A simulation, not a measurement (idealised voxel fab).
Process module under the name voxel self aligned vias
FYI the section here is cut, 165 nm wide, cells are 5 nm squares.
Reading order for cross-sections: top band down to bottom band. Underlying form: a grid of square cells. Band size: one or more rows of cells.
Top, bottom (nm), then materials left to right with widths (nm); lone material tagged "throughout" fills the whole band edge to edge; "blank" = empty space.
Beneath 0, the wafer as received is one material, and that level is where height counting begins. The lowest band goes on downward without a bottom; it is written like "0 down".
With a width like "30->40", each row of cells in the band differs from the next by the same amount, the top row carrying the first number and the bottom row the second.
"no alterations made" -> step changed no cross-section cell.
Any empty space of 8 cells or more lacking an open way to the top shows up in "Completely enclosed voids" as width x height at distance, distance from the left edge, in nm.
Where a step's line continues beyond its settings, the continuation is a remark by the simulator itself on that step.
If you see "overlay nm" on a step's line and that step has a mask, it's telling you how far right of where it was planned the mask ended up; a negative number means it went left instead.

SET OUT BELOW ARE THE PLANNED STEPS OF THE PROCESS
| 1 | RECEIVE,material Si |
| 2 | CONFORMAL_DEP,material SiO2,thk nm 10 |
| 3 | CONFORMAL_DEP,material SiCN,thk nm 5 |
| 4 | DIRECTIONAL_DEP,material lowk,thk nm 25 |
| 5 | PATTERN,tone open,mask id LINES,material resist,width nm 20,pitch nm 70,thk nm 15,overlay nm 0 |
| 6 | DIRECTIONAL_ETCH,etch materials lowk,depth nm 25 |
| 7 | STRIP,etch materials resist |
| 8 | CONFORMAL_DEP,material TiN,thk nm 5 |
| 9 | FILL_DEP,material Ru,thk nm 10 |
| 10 | CMP,height nm 40 |
| 11 | SELECTIVE_ETCH,etch materials W Ru TiN,depth nm 10 |
| 12 | FILL_DEP,material SiN,thk nm 10 |
| 13 | CMP,height nm 40 |
| 14 | DIRECTIONAL_DEP,material lowk,thk nm 20 |
| 15 | MASKED_ETCH,tone open,mask id VIAS,width nm 40,etch materials lowk,depth nm 20,overlay nm 0 |
| 16 | MASKED_ETCH,tone open,mask id VIAS,width nm 40,etch materials SiN,depth nm 10,overlay nm 0 |
| 17 | CONFORMAL_DEP,material TiN,thk nm 5 |
| 18 | FILL_DEP,material Ru,thk nm 5 |
| 19 | CMP,height nm 60 |
| 20 | CONFORMAL_DEP,material SiCN,thk nm 5 |

AS RECEIVED (POST STEP 1): CROSS-SECTION
    0 down: Si throughout
    Completely enclosed voids: none

CROSS-SECTION: FIRST OF TWO WAFERS, MODULE FINISHED, RUN ACCORDING TO PLAN
    65 to 60: SiCN throughout
    60 to 45: 25 nm lowk, 5 nm TiN, 30 nm Ru, 5 nm TiN, 100 nm lowk
    45 to 40: 25 nm lowk, 15 nm TiN, 10 nm Ru, 15 nm TiN, 100 nm lowk
    40 to 35: 35 nm lowk, 5 nm TiN, 10 nm Ru, 5 nm TiN, 50 nm lowk, 20 nm SiN, 40 nm lowk
    35 to 30: 35 nm lowk, 20 nm TiN, 50 nm lowk, 20 nm SiN, 40 nm lowk
    30 to 20: 35 nm lowk, 5 nm TiN, 10 nm Ru, 5 nm TiN, 50 nm lowk, 5 nm TiN, 10 nm Ru, 5 nm TiN, 40 nm lowk
    20 to 15: 35 nm lowk, 20 nm TiN, 50 nm lowk, 20 nm TiN, 40 nm lowk
    15 to 10: SiCN throughout
    10 to 0: SiO2 throughout
    0 down: Si throughout
    Completely enclosed voids: none

CROSS-SECTION AT END OF MODULE FOR THE SECOND WAFER OF TWO, WHICH MATCHED THE FIRST IN STARTING POINT AND PLAN AND DIFFERED BY ONE MISTAKE IN ITS PROCESSING
    65 to 60: SiCN throughout
    60 to 45: 20 nm Ru, 5 nm TiN, 40 nm lowk, 5 nm TiN, 95 nm Ru
    45 to 40: 25 nm TiN, 40 nm lowk, 100 nm TiN
    40 to 30: 35 nm lowk, 20 nm SiN, 50 nm lowk, 20 nm SiN, 40 nm lowk
    30 to 20: 35 nm lowk, 5 nm TiN, 10 nm Ru, 5 nm TiN, 50 nm lowk, 5 nm TiN, 10 nm Ru, 5 nm TiN, 40 nm lowk
    20 to 15: 35 nm lowk, 20 nm TiN, 50 nm lowk, 20 nm TiN, 40 nm lowk
    15 to 10: SiCN throughout
    10 to 0: SiO2 throughout
    0 down: Si throughout
    Completely enclosed voids: none
Deviation noted in wafer processing: the process deviated at step 15: the operation and settings actually run there were MASKED_ETCH,tone cover,mask id VIAS,width nm 40,etch materials lowk,depth nm 20,overlay nm 0
Looking at both finished wafers in cells, the second ends up ahead of or behind the first on some materials: Ru: 47 more, SiN: 8 more, TiN: 13 more, lowk: 68 fewer
